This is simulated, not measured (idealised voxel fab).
Documented hereafter: the process module known as voxel transistor to metal.
Square cells of 5 nm make up the cross-section cut, whose width is 290 nm.
Cross-section = grid of square cells, listed top down in bands; band = one or more rows. Top, bottom (nm), then materials left to right with widths (nm); lone material tagged "throughout" fills the whole band edge to edge; "empty" = empty space. Heights are expressed relative to 0, this being the level below which the as-received wafer comprises one material exclusively. The lowest band is unbounded in the downward direction and is denoted as in "0..down". Top row gets the first number, bottom row gets the second, and each row in between changes by the same step: that is how a band width like "30 to 40" works. What does "identical to before" mean for a step? It means no cell of the cross-section changed in that step. In "Sealed void list" the enclosed voids are listed, meaning empty spaces of 8 cells or larger without any opening to the top. The form is width x height at distance, distance from the left edge, units nm. Note: text after step settings on the step line = simulator remark on that step. When a step includes a mask, the "overlay nm" setting on its line states how far to the right of its planned place that mask lay, and negative values state how far to the left.
# The following list gives the planned process steps
1 RECEIVE with material Si
2 OXIDIZE with depth nm 5
3 CONFORMAL_DEP with material SiN, thk nm 10
4 PATTERN with tone cover, mask id ACTIVE, material resist, width nm 100, pitch nm 125, thk nm 20, overlay nm 0
5 DIRECTIONAL_ETCH with etch materials SiN, depth nm 10
6 DIRECTIONAL_ETCH with etch materials SiO2, depth nm 5
7 DIRECTIONAL_ETCH with etch materials Si, depth nm 20
8 STRIP with etch materials resist
9 FILL_DEP with material SiO2, thk nm 15
10 CMP with height nm 10
11 SELECTIVE_ETCH with etch materials SiO2, depth nm 10
12 STRIP with etch materials SiN
13 SELECTIVE_ETCH with etch materials SiO2, depth nm 5
14 OXIDIZE with depth nm 5
15 DIRECTIONAL_DEP with material polySi, thk nm 25
16 DIRECTIONAL_DEP with material SiCN, thk nm 10
17 DIRECTIONAL_DEP with material aC, thk nm 15
18 PATTERN with tone cover, mask id GATE, material resist, width nm 20, pitch nm 125, thk nm 35, overlay nm 0
19 DIRECTIONAL_ETCH with etch materials aC, depth nm 15
20 STRIP with etch materials resist
21 DIRECTIONAL_ETCH with etch materials SiCN, depth nm 20
22 DIRECTIONAL_ETCH with etch materials polySi, depth nm 35
23 STRIP with etch materials aC
24 CONFORMAL_DEP with material SiN, thk nm 10
25 DIRECTIONAL_ETCH with etch materials SiN, depth nm 10
26 DIRECTIONAL_ETCH with etch materials SiO2, depth nm 5
27 EPI with material SiGe, thk nm 5
28 FILL_DEP with material SiO2, thk nm 5
29 CMP with height nm 30
30 DIRECTIONAL_DEP with material SiO2, thk nm 15
31 PATTERN with tone open, mask id CONTACT, material resist, width nm 25, thk nm 15, overlay nm 0
32 DIRECTIONAL_ETCH with etch materials SiO2, depth nm 50
33 STRIP with etch materials resist
34 CONFORMAL_DEP with material TiN, thk nm 5
35 FILL_DEP with material W, thk nm 10
36 CMP with height nm 45
37 DIRECTIONAL_DEP with material TiN, thk nm 5
38 DIRECTIONAL_DEP with material W, thk nm 20
39 DIRECTIONAL_DEP with material aC, thk nm 15
40 PATTERN with tone cover, mask id METAL_1, material resist, width nm 15, thk nm 30, overlay nm 0
41 DIRECTIONAL_ETCH with etch materials aC, depth nm 15
42 STRIP with etch materials resist
43 DIRECTIONAL_ETCH with etch materials W, depth nm 20
44 DIRECTIONAL_ETCH with etch materials TiN, depth nm 5
45 STRIP with etch materials aC
46 CONFORMAL_DEP with material SiN, thk nm 5
47 FILL_DEP with material SiO2, thk nm 5
48 CMP with height nm 70
49 CONFORMAL_DEP with material SiN, thk nm 5
# The following pertains to the first of two wafers, which was processed as planned
# Incoming wafer in cross-section (state: after step 1)
> 0..down  Si throughout
> Sealed void list: none
# Sectional view: wafer, after step 2
> 0..-5  SiO2 throughout
> Below -5, no change.
# Sectional view: wafer, after step 3
> 10..0  SiN throughout
> Below 0, no change.
# Sectional view: wafer, after step 4
> 30..10  empty 30 | resist 100 | empty 25 | resist 100 | empty 35
> Below 10, no change.
# Sectional view: wafer, after step 5
> 30..10  empty 30 | resist 100 | empty 25 | resist 100 | empty 35
> 10..0  empty 30 | SiN 100 | empty 25 | SiN 100 | empty 35
> Below 0, no change.
# Sectional view: wafer, after step 6
> 30..10  empty 30 | resist 100 | empty 25 | resist 100 | empty 35
> 10..0  empty 30 | SiN 100 | empty 25 | SiN 100 | empty 35
> 0..-5  empty 30 | SiO2 100 | empty 25 | SiO2 100 | empty 35
> Below -5, no change.
# Sectional view: wafer, after step 7
> 30..10  empty 30 | resist 100 | empty 25 | resist 100 | empty 35
> 10..0  empty 30 | SiN 100 | empty 25 | SiN 100 | empty 35
> 0..-5  empty 30 | SiO2 100 | empty 25 | SiO2 100 | empty 35
> -5..-25  empty 30 | Si 100 | empty 25 | Si 100 | empty 35
> Below -25, no change.
# Sectional view: wafer, after step 8
> 10..0  empty 30 | SiN 100 | empty 25 | SiN 100 | empty 35
> Below 0, no change.
# Sectional view: wafer, after step 9
> 25..10  SiO2 throughout
> 10..0  SiO2 30 | SiN 100 | SiO2 25 | SiN 100 | SiO2 35
> 0..-5  SiO2 throughout
> -5..-25  SiO2 30 | Si 100 | SiO2 25 | Si 100 | SiO2 35
> Below -25, no change.
# Sectional view: wafer, after step 10
> 10..0  SiO2 30 | SiN 100 | SiO2 25 | SiN 100 | SiO2 35
> Below 0, no change.
# Sectional view: wafer, after step 11
> 10..0  empty 30 | SiN 100 | empty 25 | SiN 100 | empty 35
> Below 0, no change.
# Sectional view: wafer, after step 12
> 0..-5  SiO2 throughout
> Below -5, no change.
# Sectional view: wafer, after step 13
> -5..-25  SiO2 30 | Si 100 | SiO2 25 | Si 100 | SiO2 35
> Below -25, no change.
# Sectional view: wafer, after step 14
> -5..-10  SiO2 throughout
> Below -10, no change.
# Sectional view: wafer, after step 15
> 20..-5  polySi throughout
> Below -5, no change.
# Sectional view: wafer, after step 16
> 30..20  SiCN throughout
> Below 20, no change.
# Sectional view: wafer, after step 17
> 45..30  aC throughout
> Below 30, no change.
# Sectional view: wafer, after step 18
> 80..45  empty 70 | resist 20 | empty 105 | resist 20 | empty 75
> Below 45, no change.
# Sectional view: wafer, after step 19
> 65..45  empty 70 | resist 20 | empty 105 | resist 20 | empty 75
> 45..30  empty 70 | aC 20 | empty 105 | aC 20 | empty 75
> Below 30, no change.
# Sectional view: wafer, after step 20
> 45..30  empty 70 | aC 20 | empty 105 | aC 20 | empty 75
> Below 30, no change.
# Sectional view: wafer, after step 21
> 45..30  empty 70 | aC 20 | empty 105 | aC 20 | empty 75
> 30..20  empty 70 | SiCN 20 | empty 105 | SiCN 20 | empty 75
> Below 20, no change.
# Sectional view: wafer, after step 22
> 45..30  empty 70 | aC 20 | empty 105 | aC 20 | empty 75
> 30..20  empty 70 | SiCN 20 | empty 105 | SiCN 20 | empty 75
> 20..-5  empty 70 | polySi 20 | empty 105 | polySi 20 | empty 75
> Below -5, no change.
# Sectional view: wafer, after step 23
> 30..20  empty 70 | SiCN 20 | empty 105 | SiCN 20 | empty 75
> Below 20, no change.
# Sectional view: wafer, after step 24
> 40..30  empty 60 | SiN 40 | empty 85 | SiN 40 | empty 65
> 30..20  empty 60 | SiN 10 | SiCN 20 | SiN 10 | empty 85 | SiN 10 | SiCN 20 | SiN 10 | empty 65
> 20..5  empty 60 | SiN 10 | polySi 20 | SiN 10 | empty 85 | SiN 10 | polySi 20 | SiN 10 | empty 65
> 5..-5  SiN 70 | polySi 20 | SiN 105 | polySi 20 | SiN 75
> Below -5, no change.
# Sectional view: wafer, after step 25
> 30..20  empty 60 | SiN 10 | SiCN 20 | SiN 10 | empty 85 | SiN 10 | SiCN 20 | SiN 10 | empty 65
> 20..-5  empty 60 | SiN 10 | polySi 20 | SiN 10 | empty 85 | SiN 10 | polySi 20 | SiN 10 | empty 65
> Below -5, no change.
# Sectional view: wafer, after step 26
> 30..20  empty 60 | SiN 10 | SiCN 20 | SiN 10 | empty 85 | SiN 10 | SiCN 20 | SiN 10 | empty 65
> 20..-5  empty 60 | SiN 10 | polySi 20 | SiN 10 | empty 85 | SiN 10 | polySi 20 | SiN 10 | empty 65
> -5..-10  empty 60 | SiO2 40 | empty 85 | SiO2 40 | empty 65
> Below -10, no change.
# Sectional view: wafer, after step 27
> 30..20  empty 60 | SiN 10 | SiCN 20 | SiN 10 | empty 85 | SiN 10 | SiCN 20 | SiN 10 | empty 65
> 20..-5  empty 60 | SiN 10 | polySi 20 | SiN 10 | empty 85 | SiN 10 | polySi 20 | SiN 10 | empty 65
> -5..-10  empty 25 | SiGe 35 | SiO2 40 | SiGe 35 | empty 15 | SiGe 35 | SiO2 40 | SiGe 35 | empty 30
> Below -10, no change.
# Sectional view: wafer, after step 28
> 35..30  SiO2 throughout
> 30..20  SiO2 60 | SiN 10 | SiCN 20 | SiN 10 | SiO2 85 | SiN 10 | SiCN 20 | SiN 10 | SiO2 65
> 20..-5  SiO2 60 | SiN 10 | polySi 20 | SiN 10 | SiO2 85 | SiN 10 | polySi 20 | SiN 10 | SiO2 65
> -5..-10  SiO2 25 | SiGe 35 | SiO2 40 | SiGe 35 | SiO2 15 | SiGe 35 | SiO2 40 | SiGe 35 | SiO2 30
> Below -10, no change.
# Sectional view: wafer, after step 29
> 30..20  SiO2 60 | SiN 10 | SiCN 20 | SiN 10 | SiO2 85 | SiN 10 | SiCN 20 | SiN 10 | SiO2 65
> Below 20, no change.
# Sectional view: wafer, after step 30
> 45..30  SiO2 throughout
> Below 30, no change.
# Sectional view: wafer, after step 31
> 60..45  resist 40 | empty 25 | resist 30 | empty 25 | resist 45 | empty 25 | resist 30 | empty 25 | resist 45
> Below 45, no change.
# Sectional view: wafer, after step 32
> 60..45  resist 40 | empty 25 | resist 30 | empty 25 | resist 45 | empty 25 | resist 30 | empty 25 | resist 45
> 45..30  SiO2 40 | empty 25 | SiO2 30 | empty 25 | SiO2 45 | empty 25 | SiO2 30 | empty 25 | SiO2 45
> 30..20  SiO2 40 | empty 20 | SiN 10 | SiCN 20 | SiN 10 | empty 20 | SiO2 45 | empty 20 | SiN 10 | SiCN 20 | SiN 10 | empty 20 | SiO2 45
> 20..-5  SiO2 40 | empty 20 | SiN 10 | polySi 20 | SiN 10 | empty 20 | SiO2 45 | empty 20 | SiN 10 | polySi 20 | SiN 10 | empty 20 | SiO2 45
> Below -5, no change.
# Sectional view: wafer, after step 33
> 45..30  SiO2 40 | empty 25 | SiO2 30 | empty 25 | SiO2 45 | empty 25 | SiO2 30 | empty 25 | SiO2 45
> Below 30, no change.
# Sectional view: wafer, after step 34
> 50..45  TiN 45 | empty 15 | TiN 40 | empty 15 | TiN 55 | empty 15 | TiN 40 | empty 15 | TiN 50
> 45..35  SiO2 40 | TiN 5 | empty 15 | TiN 5 | SiO2 30 | TiN 5 | empty 15 | TiN 5 | SiO2 45 | TiN 5 | empty 15 | TiN 5 | SiO2 30 | TiN 5 | empty 15 | TiN 5 | SiO2 45
> 35..30  SiO2 40 | TiN 5 | empty 10 | TiN 10 | SiO2 30 | TiN 10 | empty 10 | TiN 5 | SiO2 45 | TiN 5 | empty 10 | TiN 10 | SiO2 30 | TiN 10 | empty 10 | TiN 5 | SiO2 45
> 30..20  SiO2 40 | TiN 5 | empty 10 | TiN 5 | SiN 10 | SiCN 20 | SiN 10 | TiN 5 | empty 10 | TiN 5 | SiO2 45 | TiN 5 | empty 10 | TiN 5 | SiN 10 | SiCN 20 | SiN 10 | TiN 5 | empty 10 | TiN 5 | SiO2 45
> 20..0  SiO2 40 | TiN 5 | empty 10 | TiN 5 | SiN 10 | polySi 20 | SiN 10 | TiN 5 | empty 10 | TiN 5 | SiO2 45 | TiN 5 | empty 10 | TiN 5 | SiN 10 | polySi 20 | SiN 10 | TiN 5 | empty 10 | TiN 5 | SiO2 45
> 0..-5  SiO2 40 | TiN 20 | SiN 10 | polySi 20 | SiN 10 | TiN 20 | SiO2 45 | TiN 20 | SiN 10 | polySi 20 | SiN 10 | TiN 20 | SiO2 45
> Below -5, no change.
# Sectional view: wafer, after step 35
> 60..50  W throughout
> 50..45  TiN 45 | W 15 | TiN 40 | W 15 | TiN 55 | W 15 | TiN 40 | W 15 | TiN 50
> 45..35  SiO2 40 | TiN 5 | W 15 | TiN 5 | SiO2 30 | TiN 5 | W 15 | TiN 5 | SiO2 45 | TiN 5 | W 15 | TiN 5 | SiO2 30 | TiN 5 | W 15 | TiN 5 | SiO2 45
> 35..30  SiO2 40 | TiN 5 | W 10 | TiN 10 | SiO2 30 | TiN 10 | W 10 | TiN 5 | SiO2 45 | TiN 5 | W 10 | TiN 10 | SiO2 30 | TiN 10 | W 10 | TiN 5 | SiO2 45
> 30..20  SiO2 40 | TiN 5 | W 10 | TiN 5 | SiN 10 | SiCN 20 | SiN 10 | TiN 5 | W 10 | TiN 5 | SiO2 45 | TiN 5 | W 10 | TiN 5 | SiN 10 | SiCN 20 | SiN 10 | TiN 5 | W 10 | TiN 5 | SiO2 45
> 20..0  SiO2 40 | TiN 5 | W 10 | TiN 5 | SiN 10 | polySi 20 | SiN 10 | TiN 5 | W 10 | TiN 5 | SiO2 45 | TiN 5 | W 10 | TiN 5 | SiN 10 | polySi 20 | SiN 10 | TiN 5 | W 10 | TiN 5 | SiO2 45
> Below 0, no change.
# Sectional view: wafer, after step 36
> 45..35  SiO2 40 | TiN 5 | W 15 | TiN 5 | SiO2 30 | TiN 5 | W 15 | TiN 5 | SiO2 45 | TiN 5 | W 15 | TiN 5 | SiO2 30 | TiN 5 | W 15 | TiN 5 | SiO2 45
> Below 35, no change.
# Sectional view: wafer, after step 37
> 50..45  TiN throughout
> Below 45, no change.
# Sectional view: wafer, after step 38
> 70..50  W throughout
> Below 50, no change.
# Sectional view: wafer, after step 39
> 85..70  aC throughout
> Below 70, no change.
# Sectional view: wafer, after step 40
> 115..85  empty 40 | resist 15 | empty 50 | resist 15 | empty 45 | resist 15 | empty 50 | resist 15 | empty 45
> Below 85, no change.
# Sectional view: wafer, after step 41
> 100..85  empty 40 | resist 15 | empty 50 | resist 15 | empty 45 | resist 15 | empty 50 | resist 15 | empty 45
> 85..70  empty 40 | aC 15 | empty 50 | aC 15 | empty 45 | aC 15 | empty 50 | aC 15 | empty 45
> Below 70, no change.
# Sectional view: wafer, after step 42
> 85..70  empty 40 | aC 15 | empty 50 | aC 15 | empty 45 | aC 15 | empty 50 | aC 15 | empty 45
> Below 70, no change.
# Sectional view: wafer, after step 43
> 85..70  empty 40 | aC 15 | empty 50 | aC 15 | empty 45 | aC 15 | empty 50 | aC 15 | empty 45
> 70..50  empty 40 | W 15 | empty 50 | W 15 | empty 45 | W 15 | empty 50 | W 15 | empty 45
> Below 50, no change.
# Sectional view: wafer, after step 44
> 85..70  empty 40 | aC 15 | empty 50 | aC 15 | empty 45 | aC 15 | empty 50 | aC 15 | empty 45
> 70..50  empty 40 | W 15 | empty 50 | W 15 | empty 45 | W 15 | empty 50 | W 15 | empty 45
> 50..45  empty 40 | TiN 15 | empty 50 | TiN 15 | empty 45 | TiN 15 | empty 50 | TiN 15 | empty 45
> Below 45, no change.
# Sectional view: wafer, after step 45
> 70..50  empty 40 | W 15 | empty 50 | W 15 | empty 45 | W 15 | empty 50 | W 15 | empty 45
> Below 50, no change.
# Sectional view: wafer, after step 46
> 75..70  empty 35 | SiN 25 | empty 40 | SiN 25 | empty 35 | SiN 25 | empty 40 | SiN 25 | empty 40
> 70..50  empty 35 | SiN 5 | W 15 | SiN 5 | empty 40 | SiN 5 | W 15 | SiN 5 | empty 35 | SiN 5 | W 15 | SiN 5 | empty 40 | SiN 5 | W 15 | SiN 5 | empty 40
> 50..45  SiN 40 | TiN 15 | SiN 50 | TiN 15 | SiN 45 | TiN 15 | SiN 50 | TiN 15 | SiN 45
> Below 45, no change.
# Sectional view: wafer, after step 47
> 80..75  SiO2 throughout
> 75..70  SiO2 35 | SiN 25 | SiO2 40 | SiN 25 | SiO2 35 | SiN 25 | SiO2 40 | SiN 25 | SiO2 40
> 70..50  SiO2 35 | SiN 5 | W 15 | SiN 5 | SiO2 40 | SiN 5 | W 15 | SiN 5 | SiO2 35 | SiN 5 | W 15 | SiN 5 | SiO2 40 | SiN 5 | W 15 | SiN 5 | SiO2 40
> Below 50, no change.
# Sectional view: wafer, after step 48
> 70..50  SiO2 35 | SiN 5 | W 15 | SiN 5 | SiO2 40 | SiN 5 | W 15 | SiN 5 | SiO2 35 | SiN 5 | W 15 | SiN 5 | SiO2 40 | SiN 5 | W 15 | SiN 5 | SiO2 40
> Below 50, no change.
# Sectional view: wafer, after step 49
> 75..70  SiN throughout
> Below 70, no change.
# Now the other wafer: same start, same recipe, but we messed up one thing when running it. Up to and including step 35 it's the same as the first one
Second wafer, sectioned view, at step 36's planned end time: identical to before
# Second wafer, sectioned view, at step 37's planned end time
> 65..60  TiN throughout
> Below 60, no change.
# Second wafer, sectioned view, at step 38's planned end time
> 85..65  W throughout
> Below 65, no change.
# Second wafer, sectioned view, at step 39's planned end time
> 100..85  aC throughout
> Below 85, no change.
# Second wafer, sectioned view, at step 40's planned end time
> 130..100  empty 40 | resist 15 | empty 50 | resist 15 | empty 45 | resist 15 | empty 50 | resist 15 | empty 45
> Below 100, no change.
# Second wafer, sectioned view, at step 41's planned end time
> 115..100  empty 40 | resist 15 | empty 50 | resist 15 | empty 45 | resist 15 | empty 50 | resist 15 | empty 45
> 100..85  empty 40 | aC 15 | empty 50 | aC 15 | empty 45 | aC 15 | empty 50 | aC 15 | empty 45
> Below 85, no change.
# Second wafer, sectioned view, at step 42's planned end time
> 100..85  empty 40 | aC 15 | empty 50 | aC 15 | empty 45 | aC 15 | empty 50 | aC 15 | empty 45
> Below 85, no change.
# Second wafer, sectioned view, at step 43's planned end time
> 100..85  empty 40 | aC 15 | empty 50 | aC 15 | empty 45 | aC 15 | empty 50 | aC 15 | empty 45
> 85..65  empty 40 | W 15 | empty 50 | W 15 | empty 45 | W 15 | empty 50 | W 15 | empty 45
> Below 65, no change.
# Second wafer, sectioned view, at step 44's planned end time
> 100..85  empty 40 | aC 15 | empty 50 | aC 15 | empty 45 | aC 15 | empty 50 | aC 15 | empty 45
> 85..65  empty 40 | W 15 | empty 50 | W 15 | empty 45 | W 15 | empty 50 | W 15 | empty 45
> 65..60  empty 40 | TiN 15 | empty 50 | TiN 15 | empty 45 | TiN 15 | empty 50 | TiN 15 | empty 45
> Below 60, no change.
# Second wafer, sectioned view, at step 45's planned end time
> 85..65  empty 40 | W 15 | empty 50 | W 15 | empty 45 | W 15 | empty 50 | W 15 | empty 45
> Below 65, no change.
# Second wafer, sectioned view, at step 46's planned end time
> 90..85  empty 35 | SiN 25 | empty 40 | SiN 25 | empty 35 | SiN 25 | empty 40 | SiN 25 | empty 40
> 85..65  empty 35 | SiN 5 | W 15 | SiN 5 | empty 40 | SiN 5 | W 15 | SiN 5 | empty 35 | SiN 5 | W 15 | SiN 5 | empty 40 | SiN 5 | W 15 | SiN 5 | empty 40
> 65..60  SiN 40 | TiN 15 | SiN 50 | TiN 15 | SiN 45 | TiN 15 | SiN 50 | TiN 15 | SiN 45
> Below 60, no change.
# Second wafer, sectioned view, at step 47's planned end time
> 95..90  SiO2 throughout
> 90..85  SiO2 35 | SiN 25 | SiO2 40 | SiN 25 | SiO2 35 | SiN 25 | SiO2 40 | SiN 25 | SiO2 40
> 85..65  SiO2 35 | SiN 5 | W 15 | SiN 5 | SiO2 40 | SiN 5 | W 15 | SiN 5 | SiO2 35 | SiN 5 | W 15 | SiN 5 | SiO2 40 | SiN 5 | W 15 | SiN 5 | SiO2 40
> Below 65, no change.
# Second wafer, sectioned view, at step 48's planned end time
> 70..65  SiO2 35 | SiN 5 | W 15 | SiN 5 | SiO2 40 | SiN 5 | W 15 | SiN 5 | SiO2 35 | SiN 5 | W 15 | SiN 5 | SiO2 40 | SiN 5 | W 15 | SiN 5 | SiO2 40
> Below 65, no change.
# Second wafer, sectioned view, at step 49's planned end time
> 75..70  SiN throughout
> Below 70, no change.
Where did the run depart from the plan? step 36 was dropped from the plan's execution and never run
The second wafer ends with more or fewer cells of some materials than the first, per final count: 24 fewer of SiN, 114 fewer of SiO2, 46 more of TiN, 92 more of W
